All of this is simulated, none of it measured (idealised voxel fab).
Module name: voxel fin reveal (process module)
The figure presents cross-section cut, which has a width of 260 nm and is divided into square cells with an edge length of 5 nm.
For the purposes of this document, a cross-section shall be understood as a grid of square cells, specified as bands listed in top-to-bottom order, each band consisting of one or more rows of cells. The entry gives the band's vertical extent as a top height and a bottom height in nm, then its horizontal make-up as materials from left to right, each with a width in nm. "empty" stands for empty space; a single material marked "full width" fills the band edge to edge. Height is counted from the level 0, under which the received wafer is composed throughout of one material. The lowest of the bands is not closed at the bottom but continues downward, in the notation "0 down". Note: "30->40" means the width goes from the first number (top row of the band) to the second number (bottom row) in equal steps per row of cells. Any step labelled "nothing was modified" changed none of the cells in the cross-section. The entry "Closed void roster" lists the empty spaces that cover at least 8 cells and have no open path to the top. Each is written as width x height at distance, where the distance is measured from the left edge and all three values are in nm. Whatever follows a step's settings on its line is a remark the simulator itself makes about that step. The "overlay nm" setting may appear on a step's line; for a step that uses a mask, it gives how far to the right of its planned position the mask lay, and a negative value indicates the left.

Here's what the planned process steps look like
step 1: RECEIVE with material Si
step 2: CONFORMAL_DEP with material SiN, thk nm 10
step 3: PATTERN with tone cover, mask id FINS, material resist, width nm 15, pitch nm 35, thk nm 20, overlay nm 0
step 4: DIRECTIONAL_ETCH with etch materials SiN, depth nm 10
step 5: DIRECTIONAL_ETCH with etch materials Si, depth nm 30
step 6: STRIP with etch materials resist
step 7: OXIDIZE with depth nm 5
step 8: FILL_DEP with material SiO2, thk nm 10
step 9: CMP with height nm 10
step 10: SELECTIVE_ETCH with etch materials SiO2, depth nm 25
step 11: STRIP with etch materials SiN

Incoming wafer, cross-sectional view, post step 1
  0 down = Si full width
  Closed void roster: none

Cross-section, first of two wafers, end of module, run as planned
  0 to -15 = empty (75) / Si (5) / empty (30) / Si (5) / empty (30) / Si (5) / empty (30) / Si (5) / empty (75)
  -15 to -35 = SiO2 (75) / Si (5) / SiO2 (30) / Si (5) / SiO2 (30) / Si (5) / SiO2 (30) / Si (5) / SiO2 (75)
  -35 down = Si full width
  Closed void roster: none

End of module, second wafer, cross-section. Started like the first, planned like the first, run with one mistake
  0 to -15 = Si (65) / empty (25) / Si (10) / empty (25) / Si (10) / empty (25) / Si (10) / empty (25) / Si (65)
  -15 to -35 = Si (65) / SiO2 (25) / Si (10) / SiO2 (25) / Si (10) / SiO2 (25) / Si (10) / SiO2 (25) / Si (65)
  -35 down = Si full width
  Closed void roster: none
Deviation noted in wafer processing: step 3 ran as: PATTERN with tone open, mask id FINS, material resist, width nm 15, pitch nm 35, thk nm 20, overlay nm 0
at the end the second wafer has, in cells: Si: 196 more, SiO2: 112 fewer
